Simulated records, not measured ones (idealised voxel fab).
process module | voxel fin reveal
cross-section cut | 155 nm wide | cells 5 nm
A cross-section is a grid of square cells, given in bands from the top down. A band is one or more rows of cells.
Each band's line starts with the height of the band's top and of its bottom, in nm. Then come its materials from left to right, each with its width in nm. One material with "throughout" fills the band from edge to edge. "air" is empty space.
Height 0 is the level under which the wafer as received is all one material. The lowest band goes on downwards, as in "0 down".
A width such as "30 to 40" changes by the same amount from each row of cells to the next, from the band's top row to its bottom row.
"no change" after a step means that no cell of the cross-section changed.
closed voids: empty space of 8 cells or more with no open way to the top, each as width x height at its distance from the left edge, in nm
after a step's settings: what the simulator itself notes on the step
overlay nm, on a step with a mask: how far to the right of its planned place the mask lay; to the left if negative
plan
1 op RECEIVE | material Si
2 op CONFORMAL_DEP | material SiN | thk nm 5
3 op MASKED_ETCH | tone cover | mask id FINS | width nm 15 | pitch nm 40 | etch materials SiN | depth nm 5 | overlay nm 0
4 op MASKED_ETCH | tone cover | mask id FINS | width nm 15 | pitch nm 40 | etch materials Si | depth nm 35 | overlay nm 0
5 op OXIDIZE | depth nm 5
6 op FILL_DEP | material SiO2 | thk nm 10
7 op CMP | height nm 5
8 op SELECTIVE_ETCH | etch materials SiO2 | depth nm 30
9 op STRIP | etch materials SiN
first wafer, as planned
as received, after step 1
  0 down: Si throughout
  closed voids: none
after step 2
  5 to 0: SiN throughout
  below 0: unchanged
after step 3
  5 to 0: air 30 | SiN 15 | air 25 | SiN 15 | air 25 | SiN 15 | air 30
  below 0: unchanged
after step 4
  5 to 0: air 30 | SiN 15 | air 25 | SiN 15 | air 25 | SiN 15 | air 30
  0 to -35: air 30 | Si 15 | air 25 | Si 15 | air 25 | Si 15 | air 30
  below -35: unchanged
after step 5
  5 to 0: air 30 | SiN 15 | air 25 | SiN 15 | air 25 | SiN 15 | air 30
  0 to -35: air 30 | SiO2 5 | Si 5 | SiO2 5 | air 25 | SiO2 5 | Si 5 | SiO2 5 | air 25 | SiO2 5 | Si 5 | SiO2 5 | air 30
  -35 to -40: SiO2 35 | Si 5 | SiO2 35 | Si 5 | SiO2 35 | Si 5 | SiO2 35
  below -40: unchanged
after step 6
  15 to 5: SiO2 throughout
  5 to 0: SiO2 30 | SiN 15 | SiO2 25 | SiN 15 | SiO2 25 | SiN 15 | SiO2 30
  0 to -40: SiO2 35 | Si 5 | SiO2 35 | Si 5 | SiO2 35 | Si 5 | SiO2 35
  below -40: unchanged
after step 7
  5 to 0: SiO2 30 | SiN 15 | SiO2 25 | SiN 15 | SiO2 25 | SiN 15 | SiO2 30
  below 0: unchanged
after step 8
  5 to 0: air 30 | SiN 15 | air 25 | SiN 15 | air 25 | SiN 15 | air 30
  0 to -25: air 35 | Si 5 | air 35 | Si 5 | air 35 | Si 5 | air 35
  below -25: unchanged
after step 9
  0 to -25: air 35 | Si 5 | air 35 | Si 5 | air 35 | Si 5 | air 35
  below -25: unchanged
second wafer: like start, like plan, one mistake. Through step 3 it matches the first wafer
when step 4 should have ended
  5 to 0: air 30 | SiN 15 | air 25 | SiN 15 | air 25 | SiN 15 | air 30
  0 to -45: air 30 | Si 15 | air 25 | Si 15 | air 25 | Si 15 | air 30
  below -45: unchanged
when step 5 should have ended
  5 to 0: air 30 | SiN 15 | air 25 | SiN 15 | air 25 | SiN 15 | air 30
  0 to -45: air 30 | SiO2 5 | Si 5 | SiO2 5 | air 25 | SiO2 5 | Si 5 | SiO2 5 | air 25 | SiO2 5 | Si 5 | SiO2 5 | air 30
  -45 to -50: SiO2 35 | Si 5 | SiO2 35 | Si 5 | SiO2 35 | Si 5 | SiO2 35
  below -50: unchanged
when step 6 should have ended
  15 to 5: SiO2 throughout
  5 to 0: SiO2 30 | SiN 15 | SiO2 25 | SiN 15 | SiO2 25 | SiN 15 | SiO2 30
  0 to -50: SiO2 35 | Si 5 | SiO2 35 | Si 5 | SiO2 35 | Si 5 | SiO2 35
  below -50: unchanged
when step 7 should have ended
  5 to 0: SiO2 30 | SiN 15 | SiO2 25 | SiN 15 | SiO2 25 | SiN 15 | SiO2 30
  below 0: unchanged
when step 8 should have ended
  5 to 0: air 30 | SiN 15 | air 25 | SiN 15 | air 25 | SiN 15 | air 30
  0 to -25: air 35 | Si 5 | air 35 | Si 5 | air 35 | Si 5 | air 35
  below -25: unchanged
when step 9 should have ended
  0 to -25: air 35 | Si 5 | air 35 | Si 5 | air 35 | Si 5 | air 35
  below -25: unchanged
what went wrong: step 4 ran as: op MASKED_ETCH | tone cover | mask id FINS | width nm 15 | pitch nm 40 | etch materials Si | depth nm 45 | overlay nm 0
at the end the second wafer has, in cells: 56 fewer of Si | 56 more of SiO2
